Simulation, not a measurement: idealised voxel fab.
Herein follows the process module entitled voxel ribs on slabs.
In the cross-section labelled cut, the width is 270 nm and each square cell is 5 nm.
When this document writes out a cross-section, it uses a grid of square cells and lists it as bands, beginning at the top and moving down, with a band standing for one or more rows of cells.
In this notation a band is specified by the heights of its top and bottom, in that order and in nm, after which its materials appear from left to right, each paired with its width in nm. The word "all across" attached to a single material means that material fills the band from edge to edge; the word "empty" stands for empty space.
A quick word on heights: they are counted from 0, and under that level the wafer as it came to us is one material throughout. The lowest band is different from the rest in having no bottom; it simply continues downward, written as in "0 nm and below".
Read "30 to 40" as a graded width: first number on top, second number at the bottom, same change between each pair of neighbouring rows.
Where the words "remained the same" appear for a step, the cross-section shows no cell changed by that step; every cell remained as before.
This entry, "Fully closed voids", enumerates those empty regions of no fewer than 8 cells that possess no open connection to the top. Each region is reported in the form width x height at distance, the distance being taken from the left edge, with all three quantities expressed in nm.
Anything after a step's settings on that line? It's the simulator's own note about the step.
"overlay nm" denotes, for a step that has a mask, the displacement of the mask to the right of its planned place, with negative values corresponding to the left.
# So here's the lineup of process steps we planned
1) RECEIVE | material Si
2) DIRECTIONAL_DEP | material SiO2 | thk nm 30
3) DIRECTIONAL_DEP | material polySi | thk nm 20
4) PATTERN | tone cover | mask id RIB | material resist | width nm 30 | thk nm 20 | overlay nm 0
5) DIRECTIONAL_ETCH | etch materials polySi | depth nm 10
6) STRIP | etch materials resist
7) MASKED_ETCH | tone cover | mask id SLAB | width nm 60 | etch materials polySi | depth nm 10 | overlay nm -15
8) FILL_DEP | material SiO2 | thk nm 20
9) CMP | height nm 60
10) DIRECTIONAL_DEP | material W | thk nm 5
11) MASKED_ETCH | tone cover | mask id HEATER | width nm 40 | etch materials W | depth nm 5 | overlay nm 0
12) CONFORMAL_DEP | material SiO2 | thk nm 5
Where the wafers of this document differ is in the overlay nm of step 7; they start out the same, and the plan states the value that applied to the first wafer.
# Here's the first of the wafers in cross-section, just as we got it, i.e. after step 1
    0 nm and below  Si all across
    Fully closed voids: none
# Wafer rows, end of module: cells per material gained (+) or lost (-) since receipt; closed voids last
overlay nm -15 | +668 SiO2 | +8 W | +36 polySi | Fully closed voids: none
overlay nm -10 | +668 SiO2 | +8 W | +36 polySi | Fully closed voids: none
overlay nm -5 | +668 SiO2 | +8 W | +36 polySi | Fully closed voids: none
overlay nm 0 | +668 SiO2 | +8 W | +36 polySi | Fully closed voids: none
overlay nm 5 | +668 SiO2 | +8 W | +36 polySi | Fully closed voids: none
overlay nm 10 | +668 SiO2 | +8 W | +36 polySi | Fully closed voids: none
overlay nm 15 | +668 SiO2 | +8 W | +36 polySi | Fully closed voids: none
